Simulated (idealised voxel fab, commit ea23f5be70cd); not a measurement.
Documented hereafter: the process module known as voxel fin reveal.
Displayed cross-section: cut, width of 275 nm, square cells sized 5 nm.
Throughout this document, each cross-section is represented as a grid of square cells and is presented as a sequence of bands enumerated from the top downward, where a band comprises one or more rows of cells.
Read a band's entry like this: the first values are the height of its top and the height of its bottom in nm, and what follows is the sequence of materials from left to right, each with its width in nm. Note that "air" is empty space, and that a single material marked "all across" reaches across the band from edge to edge.
Heights are reckoned from 0. Under this level, the received wafer is all of one material. The bottommost band is open-ended downward, for example "0 down".
The two numbers in a width such as "30->40" mark its ends across the band: the first belongs to the top row of cells, the second to the bottom row, and from each row to the next the width moves by the same amount.
It should be understood that the words "remains unaltered", when stated for a given step, signify that the cross-section underwent no change in any of its cells during that step.
The label "Closed cavities" introduces a list of the empty spaces, 8 cells or larger, that have no open way up to the top; each entry in it reads width x height at distance, where the distance is taken from the left edge and all three are stated in nm.
Post-settings text on a step line: simulator's own remark regarding the step.
overlay nm: right-of-plan distance of the mask on a masked step; negative values mean left-of-plan.
The following list gives the planned process steps
1. RECEIVE: material Si
2. CONFORMAL_DEP: material SiN, thk nm 5
3. MASKED_ETCH: tone cover, mask id FINS, width nm 15, pitch nm 40, etch materials SiN, depth nm 5, overlay nm 0
4. MASKED_ETCH: tone cover, mask id FINS, width nm 15, pitch nm 40, etch materials Si, depth nm 30, overlay nm 0
5. FILL_DEP: material SiO2, thk nm 15
6. CMP: height nm 5
7. SELECTIVE_ETCH: etch materials SiO2, depth nm 25
8. STRIP: etch materials SiN
9. CONFORMAL_DEP: material SiO2, thk nm 5
Shown in cross-section is the wafer as received, that is, as it stands after step 1
  0 down = Si all across
  Closed cavities: none
First wafer of two, sectioned at end of module; run went per plan
  5 to 0 = air 105, then SiO2 25, then air 15, then SiO2 25, then air 105
  0 to -15 = air 105, then SiO2 5, then Si 15, then SiO2 5, then air 15, then SiO2 5, then Si 15, then SiO2 5, then air 105
  -15 to -30 = SiO2 110, then Si 15, then SiO2 25, then Si 15, then SiO2 110
  -30 down = Si all across
  Closed cavities: none
Wafer two (of two), end-of-module cross-section: start = wafer one, plan = wafer one, one run mistake
  5 to 0 = air 105, then SiN 25, then air 15, then SiN 25, then air 105
  0 to -15 = air 105, then SiN 5, then Si 15, then SiN 5, then air 15, then SiN 5, then Si 15, then SiN 5, then air 105
  -15 to -20 = SiN 110, then Si 15, then SiN 25, then Si 15, then SiN 110
  -20 to -30 = SiO2 110, then Si 15, then SiO2 25, then Si 15, then SiO2 110
  -30 down = Si all across
  Closed cavities: none
Processing error: planned and actual differ for step 9; actual: CONFORMAL_DEP: material SiN, thk nm 5
Upon completion, the second wafer contains, in terms of cells, a greater or smaller amount of certain materials than the first wafer: SiN: 71 more | SiO2: 71 fewer
